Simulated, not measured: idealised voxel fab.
The name of this process module is voxel self aligned vias.
190 nm wide, 5 nm square cells: that's cross-section cut.
Throughout this document, each cross-section is represented as a grid of square cells and is presented as a sequence of bands enumerated from the top downward, where a band comprises one or more rows of cells.
Top, bottom (nm), then materials left to right with widths (nm); lone material tagged "full width" fills the whole band edge to edge; "empty" = empty space.
Height 0 is the level under which the wafer as received is all one material. The lowest band goes on downwards, as in "0 and below".
You'd read "30..40" like this: the band's top row of cells is as wide as the first number, its bottom row is as wide as the second, and going down, every row changes width by the same amount as the row before did.
For the purposes of this document, the phrase "no modifications" attached to a step denotes that no cell within the cross-section was modified by that step.
This entry, "Voids lacking openings", enumerates those empty regions of no fewer than 8 cells that possess no open connection to the top. Each region is reported in the form width x height at distance, the distance being taken from the left edge, with all three quantities expressed in nm.
Read whatever lies past the settings on a step's line as the simulator's own remark about the step.
"overlay nm" answers the question of how far to the right of plan the mask lay on a step that has a mask, and when it is negative the answer is to the left.

BELOW IS THE LIST OF PLANNED PROCESS STEPS
1: RECEIVE,material Si
2: CONFORMAL_DEP,material SiO2,thk nm 15
3: CONFORMAL_DEP,material SiCN,thk nm 5
4: DIRECTIONAL_DEP,material lowk,thk nm 25
5: PATTERN,tone open,mask id LINES,material resist,width nm 30,pitch nm 55,thk nm 15,overlay nm 0
6: DIRECTIONAL_ETCH,etch materials lowk,depth nm 25
7: STRIP,etch materials resist
8: CONFORMAL_DEP,material TiN,thk nm 5
9: FILL_DEP,material W,thk nm 10
10: CMP,height nm 45
11: SELECTIVE_ETCH,etch materials W Ru TiN,depth nm 5
12: FILL_DEP,material SiN,thk nm 10
13: CMP,height nm 45
14: DIRECTIONAL_DEP,material lowk,thk nm 15
15: MASKED_ETCH,tone open,mask id VIAS,width nm 40,pitch nm 55,etch materials lowk,depth nm 15,overlay nm 0
16: MASKED_ETCH,tone open,mask id VIAS,width nm 40,pitch nm 55,etch materials SiN,depth nm 5,overlay nm 0
17: CONFORMAL_DEP,material TiN,thk nm 5
18: FILL_DEP,material Ru,thk nm 5
19: CMP,height nm 60
20: CONFORMAL_DEP,material SiCN,thk nm 5

CROSS-SECTION OF THE WAFER AS IT CAME TO US, I.E., ALREADY THROUGH STEP 1
0 and below | Si full width
Voids lacking openings: none

CROSS-SECTIONAL IMAGE OF THE FIRST OF TWO WAFERS AT THE END OF THE MODULE, THE RUN HAVING PROCEEDED AS PLANNED
65 down to 60 | SiCN full width
60 down to 50 | lowk 45 | TiN 5 | Ru 30 | TiN 5 | lowk 15 | TiN 5 | Ru 30 | TiN 5 | lowk 50
50 down to 45 | lowk 45 | TiN 10 | Ru 20 | TiN 10 | lowk 15 | TiN 10 | Ru 20 | TiN 10 | lowk 50
45 down to 40 | lowk 50 | TiN 30 | lowk 25 | TiN 30 | lowk 55
40 down to 25 | lowk 50 | TiN 5 | W 20 | TiN 5 | lowk 25 | TiN 5 | W 20 | TiN 5 | lowk 55
25 down to 20 | lowk 50 | TiN 30 | lowk 25 | TiN 30 | lowk 55
20 down to 15 | SiCN full width
15 down to 0 | SiO2 full width
0 and below | Si full width
Voids lacking openings: none

END-OF-MODULE CROSS-SECTION OF THE SECOND WAFER: IDENTICAL STARTING POINT AND PROCESS PLAN TO THE FIRST, WITH ONE PROCESSING MISTAKE
65 down to 60 | SiCN full width
60 down to 45 | lowk 45 | TiN 5 | Ru 30 | TiN 5 | lowk 15 | TiN 5 | Ru 30 | TiN 5 | lowk 50
45 down to 40 | lowk 45 | TiN 40 | lowk 15 | TiN 40 | lowk 50
40 down to 35 | lowk 45 | TiN 10 | W 20 | TiN 10 | lowk 15 | TiN 10 | W 20 | TiN 10 | lowk 50
35 down to 25 | lowk 50 | TiN 5 | W 20 | TiN 5 | lowk 25 | TiN 5 | W 20 | TiN 5 | lowk 55
25 down to 20 | lowk 50 | TiN 30 | lowk 25 | TiN 30 | lowk 55
20 down to 15 | SiCN full width
15 down to 0 | SiO2 full width
0 and below | Si full width
Voids lacking openings: none
Deviation from plan: step 15 changed vs plan, executed as MASKED_ETCH,tone open,mask id VIAS,width nm 40,pitch nm 55,etch materials lowk,depth nm 25,overlay nm 0
The final cell counts differ between the wafers, with the second having more or fewer of some materials than the first: +4 Ru, +4 TiN, -8 lowk
